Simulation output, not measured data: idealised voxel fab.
The process module that follows is named voxel fin reveal.
We display cut, a cross-section 215 nm in width whose square cells are each 5 nm.
In this document a cross-section is written as a grid of square cells. It is given as a series of bands, listed from the top down, and a band is one or more rows of cells.
What a band's entry tells you: where the top is and where the bottom is, as heights in nm, and after that what lies inside, material by material from left to right, each with its width in nm. Empty space is written as the word "air", and a single material marked with the word "all across" occupies the band from edge to edge.
Note: height 0 marks the level under which the wafer is uniformly one material as received. Lowest band unbounded below, written "0 and below".
Top row gets the first number, bottom row gets the second, and each row in between changes by the same step: that is how a band width like "30..40" works.
"nothing different" for a step: no cell of the cross-section changed in that step.
Empty spaces without an open route to the top, at least 8 cells in extent, make up the entry "Closed cavities"; each is given as width x height at distance, where the distance is measured from the left edge, and all are in nm.
Past the settings on a step's line: simulator remark, on that step.
Steps that use a mask can have "overlay nm" on their line. It says how far the mask sat to the right of where it was meant to be. Negative means to the left.

[Here's what the planned process steps look like]
1) RECEIVE, material Si
2) CONFORMAL_DEP, material SiN, thk nm 10
3) DIRECTIONAL_DEP, material aC, thk nm 10
4) PATTERN, tone cover, mask id FINS, material resist, width nm 15, pitch nm 40, thk nm 25, overlay nm 0
5) DIRECTIONAL_ETCH, etch materials aC, depth nm 10
6) STRIP, etch materials resist
7) DIRECTIONAL_ETCH, etch materials SiN, depth nm 10
8) DIRECTIONAL_ETCH, etch materials Si, depth nm 30
9) STRIP, etch materials aC
10) OXIDIZE, depth nm 5
11) FILL_DEP, material SiO2, thk nm 10
12) CMP, height nm 10
13) SELECTIVE_ETCH, etch materials SiO2, depth nm 25
14) STRIP, etch materials SiN

[The cross-section here shows the wafer as received, i.e. in its state after step 1]
  0 and below = Si all across
  Closed cavities: none

[Cross-section taken at module completion on the first of two wafers; processed per the plan]
  0 down to -15 = air (65); Si (5); air (35); Si (5); air (35); Si (5); air (65)
  -15 down to -35 = SiO2 (65); Si (5); SiO2 (35); Si (5); SiO2 (35); Si (5); SiO2 (65)
  -35 and below = Si all across
  Closed cavities: none

[Module end: cross-section of wafer two of two. Same start and process plan as the first wafer. One mistake during execution]
  0 down to -15 = air (55); Si (5); air (35); Si (5); air (35); Si (5); air (75)
  -15 down to -35 = SiO2 (55); Si (5); SiO2 (35); Si (5); SiO2 (35); Si (5); SiO2 (75)
  -35 and below = Si all across
  Closed cavities: none
what went wrong: step 4 was run on a setting that differed from the plan, and what really ran there is PATTERN, tone cover, mask id FINS, material resist, width nm 15, pitch nm 40, thk nm 25, overlay nm -10
Final state: per-material cell counts identical on both wafers; locations differ.
